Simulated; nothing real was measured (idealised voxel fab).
Presented below is a process module, voxel gate over fins.
Pictured: cross-section cut, 220 nm wide, on a grid of 5 nm square cells.
The cross-sections in this document take the form of a grid made of square cells. They are written out as bands, in order from top to bottom. Each band consists of one or more rows of cells.
Look at the band entry: it leads with the top's height and the bottom's height in nm. Then it lists the materials left to right, with a width in nm for each. The word "everywhere" on a single material says that material fills the band edge to edge. The word "air" is empty space.
Convention: height 0 is the level below which the wafer, as received, is all one material. The lowest band does not terminate at the bottom but continues downward, represented as "top 0, no bottom".
When a width is written as two numbers, as in "30->40", the first number is the width in the top row of cells of the band and the second is the width in its bottom row, and the width changes by the same amount from each row to the next.
You'll sometimes find "identical to before" written for a step, and that's the way of saying that nowhere in the cross-section did a cell change during that step.
Any empty space of 8 cells or more lacking an open way to the top shows up in "Fully sealed cavities" as width x height at distance, distance from the left edge, in nm.
Note: text after step settings on the step line = simulator remark on that step.
You can add "overlay nm" to a step's line. For a step with a mask, it describes how far the mask lay to the right of its planned position, and a negative number describes a lay to the left.

This section lists the process steps that were planned:
1) RECEIVE (material Si)
2) CONFORMAL_DEP (material SiN; thk nm 10)
3) PATTERN (tone cover; mask id FINS; material resist; width nm 15; pitch nm 45; thk nm 15; overlay nm 0)
4) DIRECTIONAL_ETCH (etch materials SiN; depth nm 10)
5) DIRECTIONAL_ETCH (etch materials Si; depth nm 40)
6) STRIP (etch materials resist)
7) FILL_DEP (material SiO2; thk nm 15)
8) CMP (height nm 10)
9) SELECTIVE_ETCH (etch materials SiO2; depth nm 20)
10) STRIP (etch materials SiN)
11) CONFORMAL_DEP (material HfO2; thk nm 5)
12) CONFORMAL_DEP (material TiN; thk nm 5)
13) CONFORMAL_DEP (material TiAl; thk nm 5)
14) CONFORMAL_DEP (material TiN; thk nm 5)
15) FILL_DEP (material W; thk nm 15)
16) CMP (height nm 30)
17) CONFORMAL_DEP (material SiCN; thk nm 10)

First out of two wafers; run went to plan:

Cross-section of the wafer at receipt, which is the condition after step 1:
	top 0, no bottom = Si everywhere
	Fully sealed cavities: none

After step 2, in cross-section:
	top 10, bottom 0 = SiN everywhere
	below 0: unchanged

After step 3, in cross-section:
	top 25, bottom 10 = air=35; resist=15; air=30; resist=15; air=30; resist=15; air=30; resist=15; air=35
	below 10: unchanged

After step 4, in cross-section:
	top 25, bottom 10 = air=35; resist=15; air=30; resist=15; air=30; resist=15; air=30; resist=15; air=35
	top 10, bottom 0 = air=35; SiN=15; air=30; SiN=15; air=30; SiN=15; air=30; SiN=15; air=35
	below 0: unchanged

After step 5, in cross-section:
	top 25, bottom 10 = air=35; resist=15; air=30; resist=15; air=30; resist=15; air=30; resist=15; air=35
	top 10, bottom 0 = air=35; SiN=15; air=30; SiN=15; air=30; SiN=15; air=30; SiN=15; air=35
	top 0, bottom -40 = air=35; Si=15; air=30; Si=15; air=30; Si=15; air=30; Si=15; air=35
	below -40: unchanged

After step 6, in cross-section:
	top 10, bottom 0 = air=35; SiN=15; air=30; SiN=15; air=30; SiN=15; air=30; SiN=15; air=35
	below 0: unchanged

After step 7, in cross-section:
	top 25, bottom 10 = SiO2 everywhere
	top 10, bottom 0 = SiO2=35; SiN=15; SiO2=30; SiN=15; SiO2=30; SiN=15; SiO2=30; SiN=15; SiO2=35
	top 0, bottom -40 = SiO2=35; Si=15; SiO2=30; Si=15; SiO2=30; Si=15; SiO2=30; Si=15; SiO2=35
	below -40: unchanged

After step 8, in cross-section:
	top 10, bottom 0 = SiO2=35; SiN=15; SiO2=30; SiN=15; SiO2=30; SiN=15; SiO2=30; SiN=15; SiO2=35
	below 0: unchanged

After step 9, in cross-section:
	top 10, bottom 0 = air=35; SiN=15; air=30; SiN=15; air=30; SiN=15; air=30; SiN=15; air=35
	top 0, bottom -10 = air=35; Si=15; air=30; Si=15; air=30; Si=15; air=30; Si=15; air=35
	below -10: unchanged

After step 10, in cross-section:
	top 0, bottom -10 = air=35; Si=15; air=30; Si=15; air=30; Si=15; air=30; Si=15; air=35
	below -10: unchanged

After step 11, in cross-section:
	top 5, bottom 0 = air=30; HfO2=25; air=20; HfO2=25; air=20; HfO2=25; air=20; HfO2=25; air=30
	top 0, bottom -5 = air=30; HfO2=5; Si=15; HfO2=5; air=20; HfO2=5; Si=15; HfO2=5; air=20; HfO2=5; Si=15; HfO2=5; air=20; HfO2=5; Si=15; HfO2=5; air=30
	top -5, bottom -10 = HfO2=35; Si=15; HfO2=30; Si=15; HfO2=30; Si=15; HfO2=30; Si=15; HfO2=35
	below -10: unchanged

After step 12, in cross-section:
	top 10, bottom 5 = air=25; TiN=35; air=10; TiN=35; air=10; TiN=35; air=10; TiN=35; air=25
	top 5, bottom 0 = air=25; TiN=5; HfO2=25; TiN=5; air=10; TiN=5; HfO2=25; TiN=5; air=10; TiN=5; HfO2=25; TiN=5; air=10; TiN=5; HfO2=25; TiN=5; air=25
	top 0, bottom -5 = TiN=30; HfO2=5; Si=15; HfO2=5; TiN=20; HfO2=5; Si=15; HfO2=5; TiN=20; HfO2=5; Si=15; HfO2=5; TiN=20; HfO2=5; Si=15; HfO2=5; TiN=30
	below -5: unchanged

After step 13, in cross-section:
	top 15, bottom 10 = air=20; TiAl=180; air=20
	top 10, bottom 5 = air=20; TiAl=5; TiN=35; TiAl=10; TiN=35; TiAl=10; TiN=35; TiAl=10; TiN=35; TiAl=5; air=20
	top 5, bottom 0 = TiAl=25; TiN=5; HfO2=25; TiN=5; TiAl=10; TiN=5; HfO2=25; TiN=5; TiAl=10; TiN=5; HfO2=25; TiN=5; TiAl=10; TiN=5; HfO2=25; TiN=5; TiAl=25
	below 0: unchanged

After step 14, in cross-section:
	top 20, bottom 15 = air=15; TiN=190; air=15
	top 15, bottom 10 = air=15; TiN=5; TiAl=180; TiN=5; air=15
	top 10, bottom 5 = TiN=20; TiAl=5; TiN=35; TiAl=10; TiN=35; TiAl=10; TiN=35; TiAl=10; TiN=35; TiAl=5; TiN=20
	below 5: unchanged

After step 15, in cross-section:
	top 35, bottom 20 = W everywhere
	top 20, bottom 15 = W=15; TiN=190; W=15
	top 15, bottom 10 = W=15; TiN=5; TiAl=180; TiN=5; W=15
	below 10: unchanged

After step 16, in cross-section:
	top 30, bottom 20 = W everywhere
	below 20: unchanged

After step 17, in cross-section:
	top 40, bottom 30 = SiCN everywhere
	below 30: unchanged

Wafer two of two - same starting point, same process plan, one mistake in execution; matches wafer one up to and including step 8:

At the planned end of step 9, the second wafer in cross-section:
	top 10, bottom 0 = air=35; SiN=15; air=30; SiN=15; air=30; SiN=15; air=30; SiN=15; air=35
	top 0, bottom -30 = air=35; Si=15; air=30; Si=15; air=30; Si=15; air=30; Si=15; air=35
	below -30: unchanged

At the planned end of step 10, the second wafer in cross-section:
	top 0, bottom -30 = air=35; Si=15; air=30; Si=15; air=30; Si=15; air=30; Si=15; air=35
	below -30: unchanged

At the planned end of step 11, the second wafer in cross-section:
	top 5, bottom 0 = air=30; HfO2=25; air=20; HfO2=25; air=20; HfO2=25; air=20; HfO2=25; air=30
	top 0, bottom -25 = air=30; HfO2=5; Si=15; HfO2=5; air=20; HfO2=5; Si=15; HfO2=5; air=20; HfO2=5; Si=15; HfO2=5; air=20; HfO2=5; Si=15; HfO2=5; air=30
	top -25, bottom -30 = HfO2=35; Si=15; HfO2=30; Si=15; HfO2=30; Si=15; HfO2=30; Si=15; HfO2=35
	below -30: unchanged

At the planned end of step 12, the second wafer in cross-section:
	top 10, bottom 5 = air=25; TiN=35; air=10; TiN=35; air=10; TiN=35; air=10; TiN=35; air=25
	top 5, bottom 0 = air=25; TiN=5; HfO2=25; TiN=5; air=10; TiN=5; HfO2=25; TiN=5; air=10; TiN=5; HfO2=25; TiN=5; air=10; TiN=5; HfO2=25; TiN=5; air=25
	top 0, bottom -20 = air=25; TiN=5; HfO2=5; Si=15; HfO2=5; TiN=5; air=10; TiN=5; HfO2=5; Si=15; HfO2=5; TiN=5; air=10; TiN=5; HfO2=5; Si=15; HfO2=5; TiN=5; air=10; TiN=5; HfO2=5; Si=15; HfO2=5; TiN=5; air=25
	top -20, bottom -25 = TiN=30; HfO2=5; Si=15; HfO2=5; TiN=20; HfO2=5; Si=15; HfO2=5; TiN=20; HfO2=5; Si=15; HfO2=5; TiN=20; HfO2=5; Si=15; HfO2=5; TiN=30
	below -25: unchanged

At the planned end of step 13, the second wafer in cross-section:
	top 15, bottom 10 = air=20; TiAl=180; air=20
	top 10, bottom 5 = air=20; TiAl=5; TiN=35; TiAl=10; TiN=35; TiAl=10; TiN=35; TiAl=10; TiN=35; TiAl=5; air=20
	top 5, bottom 0 = air=20; TiAl=5; TiN=5; HfO2=25; TiN=5; TiAl=10; TiN=5; HfO2=25; TiN=5; TiAl=10; TiN=5; HfO2=25; TiN=5; TiAl=10; TiN=5; HfO2=25; TiN=5; TiAl=5; air=20
	top 0, bottom -15 = air=20; TiAl=5; TiN=5; HfO2=5; Si=15; HfO2=5; TiN=5; TiAl=10; TiN=5; HfO2=5; Si=15; HfO2=5; TiN=5; TiAl=10; TiN=5; HfO2=5; Si=15; HfO2=5; TiN=5; TiAl=10; TiN=5; HfO2=5; Si=15; HfO2=5; TiN=5; TiAl=5; air=20
	top -15, bottom -20 = TiAl=25; TiN=5; HfO2=5; Si=15; HfO2=5; TiN=5; TiAl=10; TiN=5; HfO2=5; Si=15; HfO2=5; TiN=5; TiAl=10; TiN=5; HfO2=5; Si=15; HfO2=5; TiN=5; TiAl=10; TiN=5; HfO2=5; Si=15; HfO2=5; TiN=5; TiAl=25
	below -20: unchanged

At the planned end of step 14, the second wafer in cross-section:
	top 20, bottom 15 = air=15; TiN=190; air=15
	top 15, bottom 10 = air=15; TiN=5; TiAl=180; TiN=5; air=15
	top 10, bottom 5 = air=15; TiN=5; TiAl=5; TiN=35; TiAl=10; TiN=35; TiAl=10; TiN=35; TiAl=10; TiN=35; TiAl=5; TiN=5; air=15
	top 5, bottom 0 = air=15; TiN=5; TiAl=5; TiN=5; HfO2=25; TiN=5; TiAl=10; TiN=5; HfO2=25; TiN=5; TiAl=10; TiN=5; HfO2=25; TiN=5; TiAl=10; TiN=5; HfO2=25; TiN=5; TiAl=5; TiN=5; air=15
	top 0, bottom -10 = air=15; TiN=5; TiAl=5; TiN=5; HfO2=5; Si=15; HfO2=5; TiN=5; TiAl=10; TiN=5; HfO2=5; Si=15; HfO2=5; TiN=5; TiAl=10; TiN=5; HfO2=5; Si=15; HfO2=5; TiN=5; TiAl=10; TiN=5; HfO2=5; Si=15; HfO2=5; TiN=5; TiAl=5; TiN=5; air=15
	top -10, bottom -15 = TiN=20; TiAl=5; TiN=5; HfO2=5; Si=15; HfO2=5; TiN=5; TiAl=10; TiN=5; HfO2=5; Si=15; HfO2=5; TiN=5; TiAl=10; TiN=5; HfO2=5; Si=15; HfO2=5; TiN=5; TiAl=10; TiN=5; HfO2=5; Si=15; HfO2=5; TiN=5; TiAl=5; TiN=20
	below -15: unchanged

At the planned end of step 15, the second wafer in cross-section:
	top 35, bottom 20 = W everywhere
	top 20, bottom 15 = W=15; TiN=190; W=15
	top 15, bottom 10 = W=15; TiN=5; TiAl=180; TiN=5; W=15
	top 10, bottom 5 = W=15; TiN=5; TiAl=5; TiN=35; TiAl=10; TiN=35; TiAl=10; TiN=35; TiAl=10; TiN=35; TiAl=5; TiN=5; W=15
	top 5, bottom 0 = W=15; TiN=5; TiAl=5; TiN=5; HfO2=25; TiN=5; TiAl=10; TiN=5; HfO2=25; TiN=5; TiAl=10; TiN=5; HfO2=25; TiN=5; TiAl=10; TiN=5; HfO2=25; TiN=5; TiAl=5; TiN=5; W=15
	top 0, bottom -10 = W=15; TiN=5; TiAl=5; TiN=5; HfO2=5; Si=15; HfO2=5; TiN=5; TiAl=10; TiN=5; HfO2=5; Si=15; HfO2=5; TiN=5; TiAl=10; TiN=5; HfO2=5; Si=15; HfO2=5; TiN=5; TiAl=10; TiN=5; HfO2=5; Si=15; HfO2=5; TiN=5; TiAl=5; TiN=5; W=15
	below -10: unchanged

At the planned end of step 16, the second wafer in cross-section:
	top 30, bottom 20 = W everywhere
	below 20: unchanged

At the planned end of step 17, the second wafer in cross-section:
	top 40, bottom 30 = SiCN everywhere
	below 30: unchanged
In executing the process, a mistake was made relative to the plan: regarding the plan, step 9 was run twice
Final cells, second wafer relative to first, materials higher or lower: +32 HfO2; -128 SiO2; +32 TiAl; +40 TiN; +24 W
